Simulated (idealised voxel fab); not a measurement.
The following process module bears the name voxel transistor to metal.
Cross-section cut: width 185 nm, square cells of 5 nm.
Cross-section format: a grid of square cells, given as bands from top to bottom; each band is one or more rows of cells.
Heads up on the band format: heights come first, top then bottom, in nm. After that it's the materials left to right, each with its width in nm. A single material flagged "all across" fills the whole band edge to edge, and "air" means there's empty space there.
The level at which height equals 0 is the one under which the wafer, as it arrives, is entirely one material. No lower edge exists for the bottom band, which continues downward and is notated as in "z 0 and below".
A width given as "30 to 40" starts at the first number in the band's top row and ends at the second number in its bottom row, shifting by an equal amount at every step from row to row.
"nothing changed", as given for a step, is the statement that not any cell of the cross-section underwent a change during that step.
If an empty space has no open way to the top and is at least 8 cells in size, "Catalogued sealed voids" lists it, written width x height at distance, where distance is measured from the left edge and every value is in nm.
Whatever follows a step's settings on its line is a remark the simulator itself makes about that step.
Steps that use a mask can have "overlay nm" on their line. It says how far the mask sat to the right of where it was meant to be. Negative means to the left.

Planned process steps
- 1: RECEIVE [material Si]
- 2: OXIDIZE [depth nm 5]
- 3: CONFORMAL_DEP [material SiN] [thk nm 10]
- 4: MASKED_ETCH [tone cover] [mask id ACTIVE] [width nm 105] [etch materials SiN] [depth nm 10] [overlay nm 0]
- 5: MASKED_ETCH [tone cover] [mask id ACTIVE] [width nm 105] [etch materials SiO2] [depth nm 5] [overlay nm 0]
- 6: MASKED_ETCH [tone cover] [mask id ACTIVE] [width nm 105] [etch materials Si] [depth nm 35] [overlay nm 0]
- 7: FILL_DEP [material SiO2] [thk nm 10]
- 8: CMP [height nm 10]
- 9: SELECTIVE_ETCH [etch materials SiO2] [depth nm 10]
- 10: STRIP [etch materials SiN]
- 11: SELECTIVE_ETCH [etch materials SiO2] [depth nm 5]
- 12: OXIDIZE [depth nm 5]
- 13: DIRECTIONAL_DEP [material polySi] [thk nm 25]
- 14: DIRECTIONAL_DEP [material SiCN] [thk nm 10]
- 15: MASKED_ETCH [tone cover] [mask id GATE] [width nm 15] [etch materials SiCN] [depth nm 20] [overlay nm 0]
- 16: MASKED_ETCH [tone cover] [mask id GATE] [width nm 15] [etch materials polySi] [depth nm 35] [overlay nm 0]
- 17: CONFORMAL_DEP [material SiO2] [thk nm 5]
- 18: DIRECTIONAL_ETCH [etch materials SiO2] [depth nm 5]
- 19: CONFORMAL_DEP [material SiN] [thk nm 10]
- 20: DIRECTIONAL_ETCH [etch materials SiN] [depth nm 10]
- 21: DIRECTIONAL_ETCH [etch materials SiO2] [depth nm 5]
- 22: EPI [material SiGe] [thk nm 5]
- 23: FILL_DEP [material SiO2] [thk nm 10]
- 24: CMP [height nm 30]
- 25: DIRECTIONAL_DEP [material SiO2] [thk nm 10]
- 26: DIRECTIONAL_DEP [material aC] [thk nm 10]
- 27: PATTERN [tone open] [mask id CONTACT] [material resist] [width nm 35] [pitch nm 60] [thk nm 25] [overlay nm 0]
- 28: DIRECTIONAL_ETCH [etch materials aC] [depth nm 10]
- 29: STRIP [etch materials resist]
- 30: DIRECTIONAL_ETCH [etch materials SiO2] [depth nm 45]
- 31: STRIP [etch materials aC]
- 32: CONFORMAL_DEP [material TiN] [thk nm 5]
- 33: FILL_DEP [material Ru] [thk nm 10]
- 34: CMP [height nm 40]
- 35: CONFORMAL_DEP [material SiN] [thk nm 5]
- 36: DIRECTIONAL_DEP [material SiO2] [thk nm 15]
- 37: MASKED_ETCH [tone open] [mask id METAL_1] [width nm 20] [pitch nm 75] [etch materials SiO2] [depth nm 15] [overlay nm 0]
- 38: MASKED_ETCH [tone open] [mask id METAL_1] [width nm 20] [pitch nm 75] [etch materials SiN] [depth nm 5] [overlay nm 0]
- 39: CONFORMAL_DEP [material TiN] [thk nm 5]
- 40: FILL_DEP [material Ru] [thk nm 10]
- 41: CMP [height nm 60]
- 42: CONFORMAL_DEP [material SiCN] [thk nm 5]
- 43: DIRECTIONAL_DEP [material SiO2] [thk nm 30]
- 44: MASKED_ETCH [tone open] [mask id METAL_2] [width nm 20] [pitch nm 75] [etch materials SiO2] [depth nm 15] [overlay nm 0]
- 45: PATTERN [tone open] [mask id METAL_2_HOLES] [material resist] [width nm 15] [pitch nm 75] [thk nm 20] [overlay nm 0]
- 46: DIRECTIONAL_ETCH [etch materials SiO2] [depth nm 15]
- 47: DIRECTIONAL_ETCH [etch materials SiCN] [depth nm 5]
- 48: STRIP [etch materials resist]
- 49: CONFORMAL_DEP [material TiN] [thk nm 5]
- 50: FILL_DEP [material Ru] [thk nm 5]
- 51: CMP [height nm 95]
- 52: CONFORMAL_DEP [material SiN] [thk nm 5]

Step 1 complete: cross-section of the wafer as received
	z 0 and below  Si all across
	Catalogued sealed voids: none

Same starting wafer, same plan as above, one mistake in the execution; this is the cross-section at the end of the module
	z 100 to 95  SiN all across
	z 95 to 85  40 nm SiO2  5 nm TiN  15 nm Ru  5 nm TiN  50 nm SiO2  5 nm TiN  15 nm Ru  5 nm TiN  45 nm SiO2
	z 85 to 80  40 nm SiO2  25 nm TiN  50 nm SiO2  25 nm TiN  45 nm SiO2
	z 80 to 65  45 nm SiO2  10 nm TiN  65 nm SiO2  10 nm TiN  55 nm SiO2
	z 65 to 60  45 nm SiCN  10 nm TiN  65 nm SiCN  10 nm TiN  55 nm SiCN
	z 60 to 45  45 nm SiO2  5 nm TiN  10 nm Ru  5 nm TiN  55 nm SiO2  5 nm TiN  10 nm Ru  5 nm TiN  45 nm SiO2
	z 45 to 40  45 nm SiN  20 nm TiN  55 nm SiN  20 nm TiN  45 nm SiN
	z 40 to 30  45 nm SiO2  5 nm TiN  25 to 15 nm Ru  5 to 15 nm TiN  25 nm SiO2  5 to 15 nm TiN  25 to 15 nm Ru  5 nm TiN  45 nm SiO2
	z 30 to 20  45 nm SiO2  5 nm TiN  15 nm Ru  5 nm TiN  10 nm SiN  5 nm SiO2  15 nm SiCN  5 nm SiO2  10 nm SiN  5 nm TiN  15 nm Ru  5 nm TiN  45 nm SiO2
	z 20 to 0  45 nm SiO2  5 nm TiN  15 nm Ru  5 nm TiN  10 nm SiN  5 nm SiO2  15 nm polySi  5 nm SiO2  10 nm SiN  5 nm TiN  15 nm Ru  5 nm TiN  45 nm SiO2
	z 0 to -5  45 nm SiO2  25 nm TiN  10 nm SiN  5 nm SiO2  15 nm polySi  5 nm SiO2  10 nm SiN  25 nm TiN  45 nm SiO2
	z -5 to -10  35 nm SiO2  35 nm SiGe  45 nm SiO2  35 nm SiGe  35 nm SiO2
	z -10 to -40  40 nm SiO2  105 nm Si  40 nm SiO2
	z -40 and below  Si all across
	Catalogued sealed voids: none
The mistake made against the process plan was this: it should be noted that step 45 was executed with settings other than those planned, the operation and settings actually applied being PATTERN [tone open] [mask id METAL_2_HOLES] [material resist] [width nm 15] [pitch nm 75] [thk nm 20] [overlay nm -5]
